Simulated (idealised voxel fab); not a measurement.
process module | voxel wiring stack
cross-section cut | 150 nm wide | cells 5 nm
A cross-section is a grid of square cells, given in bands from the top down. A band is one or more rows of cells.
Each band's line starts with the height of the band's top and of its bottom, in nm. Then come its materials from left to right, each with its width in nm. One material with "throughout" fills the band from edge to edge. "air" is empty space.
Height 0 is the level under which the wafer as received is all one material. The lowest band goes on downwards, as in "0 down".
A width such as "30 to 40" changes by the same amount from each row of cells to the next, from the band's top row to its bottom row.
"no change" after a step means that no cell of the cross-section changed.
closed voids: empty space of 8 cells or more with no open way to the top, each as width x height at its distance from the left edge, in nm
after a step's settings: what the simulator itself notes on the step
overlay nm, on a step with a mask: how far to the right of its planned place the mask lay; to the left if negative
plan
1 op RECEIVE | material Si
2 op CONFORMAL_DEP | material SiO2 | thk nm 15
3 op CONFORMAL_DEP | material SiCN | thk nm 5
4 op DIRECTIONAL_DEP | material SiO2 | thk nm 15
5 op DIRECTIONAL_DEP | material aC | thk nm 10
6 op PATTERN | tone open | mask id METAL_1 | material resist | width nm 25 | pitch nm 40 | thk nm 25 | overlay nm 0
7 op DIRECTIONAL_ETCH | etch materials aC | depth nm 10
8 op STRIP | etch materials resist
9 op DIRECTIONAL_ETCH | etch materials SiO2 | depth nm 15
10 op DIRECTIONAL_ETCH | etch materials SiCN | depth nm 5
11 op STRIP | etch materials aC
12 op CONFORMAL_DEP | material TiN | thk nm 5
13 op FILL_DEP | material Cu | thk nm 5
14 op CMP | height nm 35
15 op CONFORMAL_DEP | material SiCN | thk nm 5
16 op DIRECTIONAL_DEP | material lowk | thk nm 30
17 op DIRECTIONAL_DEP | material aC | thk nm 15
18 op PATTERN | tone open | mask id METAL_2 | material resist | width nm 25 | pitch nm 40 | thk nm 30 | overlay nm 0
19 op DIRECTIONAL_ETCH | etch materials aC | depth nm 15
20 op STRIP | etch materials resist
21 op DIRECTIONAL_ETCH | etch materials lowk | depth nm 15
22 op STRIP | etch materials aC
23 op MASKED_ETCH | tone open | mask id METAL_2_HOLES | width nm 15 | pitch nm 80 | etch materials lowk | depth nm 15 | overlay nm 0
24 op MASKED_ETCH | tone open | mask id METAL_2_HOLES | width nm 15 | pitch nm 80 | etch materials SiCN | depth nm 5 | overlay nm 0
25 op CONFORMAL_DEP | material TiN | thk nm 5
26 op FILL_DEP | material Ru | thk nm 10
27 op CMP | height nm 70
28 op CONFORMAL_DEP | material SiN | thk nm 5
as received, after step 1
  0 down: Si throughout
  closed voids: none
a wafer at the end: this start, this plan, one mistake
  75 to 70: SiN throughout
  70 to 45: lowk 20 | TiN 5 | Ru 15 | TiN 5 | lowk 15 | TiN 5 | Ru 15 | TiN 5 | lowk 15 | TiN 5 | Ru 15 | TiN 5 | lowk 25
  45 to 40: lowk 20 | TiN 5 | Ru 5 | TiN 15 | lowk 15 | TiN 25 | lowk 15 | TiN 5 | Ru 5 | TiN 15 | lowk 25
  40 to 35: SiCN 20 | TiN 15 | SiCN 65 | TiN 15 | SiCN 35
  35 to 20: SiO2 20 | TiN 5 | Cu 15 | TiN 5 | SiO2 15 | TiN 5 | Cu 15 | TiN 5 | SiO2 15 | TiN 5 | Cu 15 | TiN 5 | SiO2 25
  20 to 15: SiCN 20 | TiN 25 | SiCN 15 | TiN 25 | SiCN 15 | TiN 25 | SiCN 25
  15 to 0: SiO2 throughout
  0 down: Si throughout
  closed voids: none
what went wrong: step 21 was run twice
